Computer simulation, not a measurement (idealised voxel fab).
The process module presented herein is designated voxel capacitor over wiring.
The cross-section on display is named cut; it measures 265 nm wide, and its cells are 5 nm squares.
We lay out every cross-section as a grid of square cells and spell it out in bands from the top down, where one band means one or more rows of cells.
It is stipulated that each band's entry specify, in nanometres, the height of the top of the band and then that of its bottom, followed by the materials of the band in left-to-right sequence, each together with its width in nanometres. A single material marked by the word "edge to edge" is understood to fill the band from edge to edge; the word "air" is understood to denote empty space.
Height datum 0, below which the as-received substrate wafer is one material. Lowest band open at the bottom, running downward: "0 nm and below".
Note: "30->40" means the width goes from the first number (top row of the band) to the second number (bottom row) in equal steps per row of cells.
Where the words "identical to before" appear for a step, the cross-section shows no cell changed by that step; every cell remained as before.
This entry, "Closed void entries", enumerates those empty regions of no fewer than 8 cells that possess no open connection to the top. Each region is reported in the form width x height at distance, the distance being taken from the left edge, with all three quantities expressed in nm.
It should be noted that, on the line of a given step, the content following the step's settings is a remark produced by the simulator itself with respect to that step.
overlay nm: on a step with a mask, how far right of its planned place the mask lay; negative means left.
Steps in the process plan
1: RECEIVE, material Si
2: CONFORMAL_DEP, material SiO2, thk nm 15
3: DIRECTIONAL_DEP, material TiN, thk nm 5
4: DIRECTIONAL_DEP, material W, thk nm 15
5: PATTERN, tone cover, mask id METAL_1, material resist, width nm 25, pitch nm 80, thk nm 15, overlay nm 0
6: DIRECTIONAL_ETCH, etch materials W, depth nm 15
7: DIRECTIONAL_ETCH, etch materials TiN, depth nm 5
8: STRIP, etch materials resist
9: CONFORMAL_DEP, material SiCN, thk nm 5
10: FILL_DEP, material lowk, thk nm 5
11: CMP, height nm 35
12: CONFORMAL_DEP, material SiCN, thk nm 5
13: DIRECTIONAL_DEP, material lowk, thk nm 20
14: PATTERN, tone open, mask id PLUG_1, material resist, width nm 15, thk nm 15, overlay nm 0
15: DIRECTIONAL_ETCH, etch materials lowk, depth nm 20
16: DIRECTIONAL_ETCH, etch materials SiCN, depth nm 5
17: STRIP, etch materials resist
18: CONFORMAL_DEP, material TiN, thk nm 5
19: FILL_DEP, material W, thk nm 5
20: CMP, height nm 60
21: DIRECTIONAL_DEP, material TiN, thk nm 5
22: DIRECTIONAL_DEP, material HfO2, thk nm 5
23: DIRECTIONAL_DEP, material TiN, thk nm 5
24: PATTERN, tone cover, mask id UPPER_PLATE, material resist, width nm 60, thk nm 15, overlay nm 0
25: DIRECTIONAL_ETCH, etch materials TiN, depth nm 5
26: DIRECTIONAL_ETCH, etch materials HfO2, depth nm 5
27: STRIP, etch materials resist
28: PATTERN, tone cover, mask id LOWER_PLATE, material resist, width nm 70, thk nm 15, overlay nm 0
29: DIRECTIONAL_ETCH, etch materials TiN, depth nm 5
30: STRIP, etch materials resist
31: FILL_DEP, material SiO2, thk nm 15
32: CMP, height nm 85
33: DIRECTIONAL_DEP, material aC, thk nm 10
34: PATTERN, tone open, mask id PLUG_2, material resist, width nm 15, thk nm 30, overlay nm 0
35: DIRECTIONAL_ETCH, etch materials aC, depth nm 10
36: STRIP, etch materials resist
37: DIRECTIONAL_ETCH, etch materials SiO2, depth nm 10
38: STRIP, etch materials aC
39: CONFORMAL_DEP, material TiN, thk nm 5
40: FILL_DEP, material Ru, thk nm 10
41: CMP, height nm 85
42: CONFORMAL_DEP, material SiCN, thk nm 5
First wafer of two (run as planned)
Received-state cross-section, reflecting completion of step 1
	0 nm and below  Si edge to edge
	Closed void entries: none
Cross-section of the wafer after step 2
	15 nm to 0 nm  SiO2 edge to edge
	Below a height of 0, the structure has not been altered.
Cross-section of the wafer after step 3
	20 nm to 15 nm  TiN edge to edge
	Below a height of 15, the structure has not been altered.
Cross-section of the wafer after step 4
	35 nm to 20 nm  W edge to edge
	Below a height of 20, the structure has not been altered.
Cross-section of the wafer after step 5
	50 nm to 35 nm  80 nm air  25 nm resist  55 nm air  25 nm resist  80 nm air
	Below a height of 35, the structure has not been altered.
Cross-section of the wafer after step 6
	50 nm to 35 nm  80 nm air  25 nm resist  55 nm air  25 nm resist  80 nm air
	35 nm to 20 nm  80 nm air  25 nm W  55 nm air  25 nm W  80 nm air
	Below a height of 20, the structure has not been altered.
Cross-section of the wafer after step 7
	50 nm to 35 nm  80 nm air  25 nm resist  55 nm air  25 nm resist  80 nm air
	35 nm to 20 nm  80 nm air  25 nm W  55 nm air  25 nm W  80 nm air
	20 nm to 15 nm  80 nm air  25 nm TiN  55 nm air  25 nm TiN  80 nm air
	Below a height of 15, the structure has not been altered.
Cross-section of the wafer after step 8
	35 nm to 20 nm  80 nm air  25 nm W  55 nm air  25 nm W  80 nm air
	Below a height of 20, the structure has not been altered.
Cross-section of the wafer after step 9
	40 nm to 35 nm  75 nm air  35 nm SiCN  45 nm air  35 nm SiCN  75 nm air
	35 nm to 20 nm  75 nm air  5 nm SiCN  25 nm W  5 nm SiCN  45 nm air  5 nm SiCN  25 nm W  5 nm SiCN  75 nm air
	20 nm to 15 nm  80 nm SiCN  25 nm TiN  55 nm SiCN  25 nm TiN  80 nm SiCN
	Below a height of 15, the structure has not been altered.
Cross-section of the wafer after step 10
	45 nm to 40 nm  lowk edge to edge
	40 nm to 35 nm  75 nm lowk  35 nm SiCN  45 nm lowk  35 nm SiCN  75 nm lowk
	35 nm to 20 nm  75 nm lowk  5 nm SiCN  25 nm W  5 nm SiCN  45 nm lowk  5 nm SiCN  25 nm W  5 nm SiCN  75 nm lowk
	Below a height of 20, the structure has not been altered.
Cross-section of the wafer after step 11
	35 nm to 20 nm  75 nm lowk  5 nm SiCN  25 nm W  5 nm SiCN  45 nm lowk  5 nm SiCN  25 nm W  5 nm SiCN  75 nm lowk
	Below a height of 20, the structure has not been altered.
Cross-section of the wafer after step 12
	40 nm to 35 nm  SiCN edge to edge
	Below a height of 35, the structure has not been altered.
Cross-section of the wafer after step 13
	60 nm to 40 nm  lowk edge to edge
	Below a height of 40, the structure has not been altered.
Cross-section of the wafer after step 14
	75 nm to 60 nm  90 nm resist  15 nm air  160 nm resist
	Below a height of 60, the structure has not been altered.
Cross-section of the wafer after step 15
	75 nm to 60 nm  90 nm resist  15 nm air  160 nm resist
	60 nm to 40 nm  90 nm lowk  15 nm air  160 nm lowk
	Below a height of 40, the structure has not been altered.
Cross-section of the wafer after step 16
	75 nm to 60 nm  90 nm resist  15 nm air  160 nm resist
	60 nm to 40 nm  90 nm lowk  15 nm air  160 nm lowk
	40 nm to 35 nm  90 nm SiCN  15 nm air  160 nm SiCN
	Below a height of 35, the structure has not been altered.
Cross-section of the wafer after step 17
	60 nm to 40 nm  90 nm lowk  15 nm air  160 nm lowk
	Below a height of 40, the structure has not been altered.
Cross-section of the wafer after step 18
	65 nm to 60 nm  95 nm TiN  5 nm air  165 nm TiN
	60 nm to 40 nm  90 nm lowk  5 nm TiN  5 nm air  5 nm TiN  160 nm lowk
	40 nm to 35 nm  90 nm SiCN  15 nm TiN  160 nm SiCN
	Below a height of 35, the structure has not been altered.
Cross-section of the wafer after step 19
	70 nm to 65 nm  W edge to edge
	65 nm to 60 nm  95 nm TiN  5 nm W  165 nm TiN
	60 nm to 40 nm  90 nm lowk  5 nm TiN  5 nm W  5 nm TiN  160 nm lowk
	Below a height of 40, the structure has not been altered.
Cross-section of the wafer after step 20
	60 nm to 40 nm  90 nm lowk  5 nm TiN  5 nm W  5 nm TiN  160 nm lowk
	Below a height of 40, the structure has not been altered.
Cross-section of the wafer after step 21
	65 nm to 60 nm  TiN edge to edge
	Below a height of 60, the structure has not been altered.
Cross-section of the wafer after step 22
	70 nm to 65 nm  HfO2 edge to edge
	Below a height of 65, the structure has not been altered.
Cross-section of the wafer after step 23
	75 nm to 70 nm  TiN edge to edge
	Below a height of 70, the structure has not been altered.
Cross-section of the wafer after step 24
	90 nm to 75 nm  90 nm air  60 nm resist  115 nm air
	Below a height of 75, the structure has not been altered.
Cross-section of the wafer after step 25
	90 nm to 75 nm  90 nm air  60 nm resist  115 nm air
	75 nm to 70 nm  90 nm air  60 nm TiN  115 nm air
	Below a height of 70, the structure has not been altered.
Cross-section of the wafer after step 26
	90 nm to 75 nm  90 nm air  60 nm resist  115 nm air
	75 nm to 70 nm  90 nm air  60 nm TiN  115 nm air
	70 nm to 65 nm  90 nm air  60 nm HfO2  115 nm air
	Below a height of 65, the structure has not been altered.
Cross-section of the wafer after step 27
	75 nm to 70 nm  90 nm air  60 nm TiN  115 nm air
	Below a height of 70, the structure has not been altered.
Cross-section of the wafer after step 28
	90 nm to 75 nm  85 nm air  70 nm resist  110 nm air
	75 nm to 70 nm  85 nm air  5 nm resist  60 nm TiN  5 nm resist  110 nm air
	70 nm to 65 nm  85 nm air  5 nm resist  60 nm HfO2  5 nm resist  110 nm air
	Below a height of 65, the structure has not been altered.
Cross-section of the wafer after step 29
	90 nm to 75 nm  85 nm air  70 nm resist  110 nm air
	75 nm to 70 nm  85 nm air  5 nm resist  60 nm TiN  5 nm resist  110 nm air
	70 nm to 65 nm  85 nm air  5 nm resist  60 nm HfO2  5 nm resist  110 nm air
	65 nm to 60 nm  85 nm air  70 nm TiN  110 nm air
	Below a height of 60, the structure has not been altered.
Cross-section of the wafer after step 30
	75 nm to 70 nm  90 nm air  60 nm TiN  115 nm air
	70 nm to 65 nm  90 nm air  60 nm HfO2  115 nm air
	Below a height of 65, the structure has not been altered.
Cross-section of the wafer after step 31
	90 nm to 75 nm  SiO2 edge to edge
	75 nm to 70 nm  90 nm SiO2  60 nm TiN  115 nm SiO2
	70 nm to 65 nm  90 nm SiO2  60 nm HfO2  115 nm SiO2
	65 nm to 60 nm  85 nm SiO2  70 nm TiN  110 nm SiO2
	Below a height of 60, the structure has not been altered.
Cross-section of the wafer after step 32
	85 nm to 75 nm  SiO2 edge to edge
	Below a height of 75, the structure has not been altered.
Cross-section of the wafer after step 33
	95 nm to 85 nm  aC edge to edge
	Below a height of 85, the structure has not been altered.
Cross-section of the wafer after step 34
	125 nm to 95 nm  100 nm resist  15 nm air  150 nm resist
	Below a height of 95, the structure has not been altered.
Cross-section of the wafer after step 35
	115 nm to 95 nm  100 nm resist  15 nm air  150 nm resist
	95 nm to 85 nm  100 nm aC  15 nm air  150 nm aC
	Below a height of 85, the structure has not been altered.
Cross-section of the wafer after step 36
	95 nm to 85 nm  100 nm aC  15 nm air  150 nm aC
	Below a height of 85, the structure has not been altered.
Cross-section of the wafer after step 37
	95 nm to 85 nm  100 nm aC  15 nm air  150 nm aC
	85 nm to 75 nm  100 nm SiO2  15 nm air  150 nm SiO2
	Below a height of 75, the structure has not been altered.
Cross-section of the wafer after step 38
	85 nm to 75 nm  100 nm SiO2  15 nm air  150 nm SiO2
	Below a height of 75, the structure has not been altered.
Cross-section of the wafer after step 39
	90 nm to 85 nm  105 nm TiN  5 nm air  155 nm TiN
	85 nm to 80 nm  100 nm SiO2  5 nm TiN  5 nm air  5 nm TiN  150 nm SiO2
	80 nm to 70 nm  100->90 nm SiO2  15->60 nm TiN  150->115 nm SiO2
	Below a height of 70, the structure has not been altered.
Cross-section of the wafer after step 40
	100 nm to 90 nm  Ru edge to edge
	90 nm to 85 nm  105 nm TiN  5 nm Ru  155 nm TiN
	85 nm to 80 nm  100 nm SiO2  5 nm TiN  5 nm Ru  5 nm TiN  150 nm SiO2
	Below a height of 80, the structure has not been altered.
Cross-section of the wafer after step 41
	85 nm to 80 nm  100 nm SiO2  5 nm TiN  5 nm Ru  5 nm TiN  150 nm SiO2
	Below a height of 80, the structure has not been altered.
Cross-section of the wafer after step 42
	90 nm to 85 nm  SiCN edge to edge
	Below a height of 85, the structure has not been altered.
For the second wafer, take the first wafer's start and plan, then add one mistake made in running it; everything through step 11, that step included, is shared with the first
The second wafer cut through, at the time step 12 was supposed to be finished
	55 nm to 35 nm  lowk edge to edge
	Below a height of 35, the structure has not been altered.
The second wafer cut through, at the time step 13 was supposed to be finished
	60 nm to 55 nm  SiCN edge to edge
	Below a height of 55, the structure has not been altered.
The second wafer cut through, at the time step 14 was supposed to be finished
	75 nm to 60 nm  90 nm resist  15 nm air  160 nm resist
	Below a height of 60, the structure has not been altered.
The second wafer cut through, at the time step 15 was supposed to be finished: identical to before
The second wafer cut through, at the time step 16 was supposed to be finished
	75 nm to 60 nm  90 nm resist  15 nm air  160 nm resist
	60 nm to 55 nm  90 nm SiCN  15 nm air  160 nm SiCN
	Below a height of 55, the structure has not been altered.
The second wafer cut through, at the time step 17 was supposed to be finished
	60 nm to 55 nm  90 nm SiCN  15 nm air  160 nm SiCN
	Below a height of 55, the structure has not been altered.
The second wafer cut through, at the time step 18 was supposed to be finished
	65 nm to 60 nm  95 nm TiN  5 nm air  165 nm TiN
	60 nm to 55 nm  90 nm SiCN  15 nm TiN  160 nm SiCN
	Below a height of 55, the structure has not been altered.
The second wafer cut through, at the time step 19 was supposed to be finished
	70 nm to 65 nm  W edge to edge
	65 nm to 60 nm  95 nm TiN  5 nm W  165 nm TiN
	Below a height of 60, the structure has not been altered.
The second wafer cut through, at the time step 20 was supposed to be finished
	60 nm to 55 nm  90 nm SiCN  15 nm TiN  160 nm SiCN
	Below a height of 55, the structure has not been altered.
The second wafer cut through, at the time step 21 was supposed to be finished
	65 nm to 60 nm  TiN edge to edge
	Below a height of 60, the structure has not been altered.
The second wafer cut through, at the time step 22 was supposed to be finished
	70 nm to 65 nm  HfO2 edge to edge
	Below a height of 65, the structure has not been altered.
The second wafer cut through, at the time step 23 was supposed to be finished
	75 nm to 70 nm  TiN edge to edge
	Below a height of 70, the structure has not been altered.
The second wafer cut through, at the time step 24 was supposed to be finished
	90 nm to 75 nm  90 nm air  60 nm resist  115 nm air
	Below a height of 75, the structure has not been altered.
The second wafer cut through, at the time step 25 was supposed to be finished
	90 nm to 75 nm  90 nm air  60 nm resist  115 nm air
	75 nm to 70 nm  90 nm air  60 nm TiN  115 nm air
	Below a height of 70, the structure has not been altered.
The second wafer cut through, at the time step 26 was supposed to be finished
	90 nm to 75 nm  90 nm air  60 nm resist  115 nm air
	75 nm to 70 nm  90 nm air  60 nm TiN  115 nm air
	70 nm to 65 nm  90 nm air  60 nm HfO2  115 nm air
	Below a height of 65, the structure has not been altered.
The second wafer cut through, at the time step 27 was supposed to be finished
	75 nm to 70 nm  90 nm air  60 nm TiN  115 nm air
	Below a height of 70, the structure has not been altered.
The second wafer cut through, at the time step 28 was supposed to be finished
	90 nm to 75 nm  85 nm air  70 nm resist  110 nm air
	75 nm to 70 nm  85 nm air  5 nm resist  60 nm TiN  5 nm resist  110 nm air
	70 nm to 65 nm  85 nm air  5 nm resist  60 nm HfO2  5 nm resist  110 nm air
	Below a height of 65, the structure has not been altered.
The second wafer cut through, at the time step 29 was supposed to be finished
	90 nm to 75 nm  85 nm air  70 nm resist  110 nm air
	75 nm to 70 nm  85 nm air  5 nm resist  60 nm TiN  5 nm resist  110 nm air
	70 nm to 65 nm  85 nm air  5 nm resist  60 nm HfO2  5 nm resist  110 nm air
	65 nm to 60 nm  85 nm air  70 nm TiN  110 nm air
	Below a height of 60, the structure has not been altered.
The second wafer cut through, at the time step 30 was supposed to be finished
	75 nm to 70 nm  90 nm air  60 nm TiN  115 nm air
	70 nm to 65 nm  90 nm air  60 nm HfO2  115 nm air
	Below a height of 65, the structure has not been altered.
The second wafer cut through, at the time step 31 was supposed to be finished
	90 nm to 75 nm  SiO2 edge to edge
	75 nm to 70 nm  90 nm SiO2  60 nm TiN  115 nm SiO2
	70 nm to 65 nm  90 nm SiO2  60 nm HfO2  115 nm SiO2
	65 nm to 60 nm  85 nm SiO2  70 nm TiN  110 nm SiO2
	Below a height of 60, the structure has not been altered.
The second wafer cut through, at the time step 32 was supposed to be finished
	85 nm to 75 nm  SiO2 edge to edge
	Below a height of 75, the structure has not been altered.
The second wafer cut through, at the time step 33 was supposed to be finished
	95 nm to 85 nm  aC edge to edge
	Below a height of 85, the structure has not been altered.
The second wafer cut through, at the time step 34 was supposed to be finished
	125 nm to 95 nm  100 nm resist  15 nm air  150 nm resist
	Below a height of 95, the structure has not been altered.
The second wafer cut through, at the time step 35 was supposed to be finished
	115 nm to 95 nm  100 nm resist  15 nm air  150 nm resist
	95 nm to 85 nm  100 nm aC  15 nm air  150 nm aC
	Below a height of 85, the structure has not been altered.
The second wafer cut through, at the time step 36 was supposed to be finished
	95 nm to 85 nm  100 nm aC  15 nm air  150 nm aC
	Below a height of 85, the structure has not been altered.
The second wafer cut through, at the time step 37 was supposed to be finished
	95 nm to 85 nm  100 nm aC  15 nm air  150 nm aC
	85 nm to 75 nm  100 nm SiO2  15 nm air  150 nm SiO2
	Below a height of 75, the structure has not been altered.
The second wafer cut through, at the time step 38 was supposed to be finished
	85 nm to 75 nm  100 nm SiO2  15 nm air  150 nm SiO2
	Below a height of 75, the structure has not been altered.
The second wafer cut through, at the time step 39 was supposed to be finished
	90 nm to 85 nm  105 nm TiN  5 nm air  155 nm TiN
	85 nm to 80 nm  100 nm SiO2  5 nm TiN  5 nm air  5 nm TiN  150 nm SiO2
	80 nm to 70 nm  100->90 nm SiO2  15->60 nm TiN  150->115 nm SiO2
	Below a height of 70, the structure has not been altered.
The second wafer cut through, at the time step 40 was supposed to be finished
	100 nm to 90 nm  Ru edge to edge
	90 nm to 85 nm  105 nm TiN  5 nm Ru  155 nm TiN
	85 nm to 80 nm  100 nm SiO2  5 nm TiN  5 nm Ru  5 nm TiN  150 nm SiO2
	Below a height of 80, the structure has not been altered.
The second wafer cut through, at the time step 41 was supposed to be finished
	85 nm to 80 nm  100 nm SiO2  5 nm TiN  5 nm Ru  5 nm TiN  150 nm SiO2
	Below a height of 80, the structure has not been altered.
The second wafer cut through, at the time step 42 was supposed to be finished
	90 nm to 85 nm  SiCN edge to edge
	Below a height of 85, the structure has not been altered.
Run error: the intended sequence of steps 12 and 13 was reversed during processing, with each occupying the position of the other
Heads up, by the end the second wafer has more or fewer cells of some materials compared to the first: -8 TiN, -4 W, +12 lowk
